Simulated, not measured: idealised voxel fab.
Process module name: voxel ribs on slabs
Square cells of 5 nm make up the cross-section cut, whose width is 285 nm.
In this document a cross-section is written as a grid of square cells. It is given as a series of bands, listed from the top down, and a band is one or more rows of cells. Heights first: top, then bottom, in nm. Then materials, left to right, each with a width in nm. "edge to edge" on a single material: fills the band edge to edge. "blank": empty space. All heights in this document are referenced to 0, defined as the level beneath which the wafer, as received, consists entirely of one material. The lowest band is not bounded below; it extends indefinitely downward and is written in the form "0 -> down". Graded width ("30->40"): value in top row of band = first number; value in bottom row = second number; row-to-row change constant. "no change" means the step left every cell of the cross-section as it was. The entry "Entrapped void list" lists the empty spaces that cover at least 8 cells and have no open path to the top. Each is written as width x height at distance, where the distance is measured from the left edge and all three values are in nm. Post-settings text on a step line: simulator's own remark regarding the step. The optional step-line setting "overlay nm" applies to steps with a mask and quantifies how far to the right of its planned location the mask lay, a negative value indicating leftward placement.

Steps planned for the process:
1) RECEIVE (material Si)
2) DIRECTIONAL_DEP (material SiO2; thk nm 20)
3) DIRECTIONAL_DEP (material polySi; thk nm 25)
4) DIRECTIONAL_DEP (material aC; thk nm 15)
5) PATTERN (tone cover; mask id RIB; material resist; width nm 20; thk nm 35; overlay nm 0)
6) DIRECTIONAL_ETCH (etch materials aC; depth nm 15)
7) STRIP (etch materials resist)
8) DIRECTIONAL_ETCH (etch materials polySi; depth nm 20)
9) STRIP (etch materials aC)
10) MASKED_ETCH (tone cover; mask id SLAB; width nm 60; etch materials polySi; depth nm 5; overlay nm 0)
11) FILL_DEP (material SiO2; thk nm 25)
12) CMP (height nm 60)
13) DIRECTIONAL_DEP (material W; thk nm 10)
14) DIRECTIONAL_DEP (material aC; thk nm 15)
15) PATTERN (tone cover; mask id HEATER; material resist; width nm 30; thk nm 35; overlay nm 0)
16) DIRECTIONAL_ETCH (etch materials aC; depth nm 15)
17) STRIP (etch materials resist)
18) DIRECTIONAL_ETCH (etch materials W; depth nm 10)
19) STRIP (etch materials aC)
20) CONFORMAL_DEP (material SiO2; thk nm 10)

Cross-section, incoming material, after step 1:
0 -> down: Si edge to edge
Entrapped void list: none

Wafer cross-section at end of module: start and plan as shown above, one execution error:
80 -> 70: blank 115 nm | SiO2 50 nm | blank 120 nm
70 -> 60: SiO2 125 nm | W 30 nm | SiO2 130 nm
60 -> 50: SiO2 edge to edge
50 -> 30: SiO2 130 nm | polySi 20 nm | SiO2 135 nm
30 -> 25: SiO2 110 nm | polySi 60 nm | SiO2 115 nm
25 -> 0: SiO2 edge to edge
0 -> down: Si edge to edge
Entrapped void list: none
What broke from the plan during processing? heads up, step 2 didn't go per plan, it actually ran as DIRECTIONAL_DEP (material SiO2; thk nm 25)
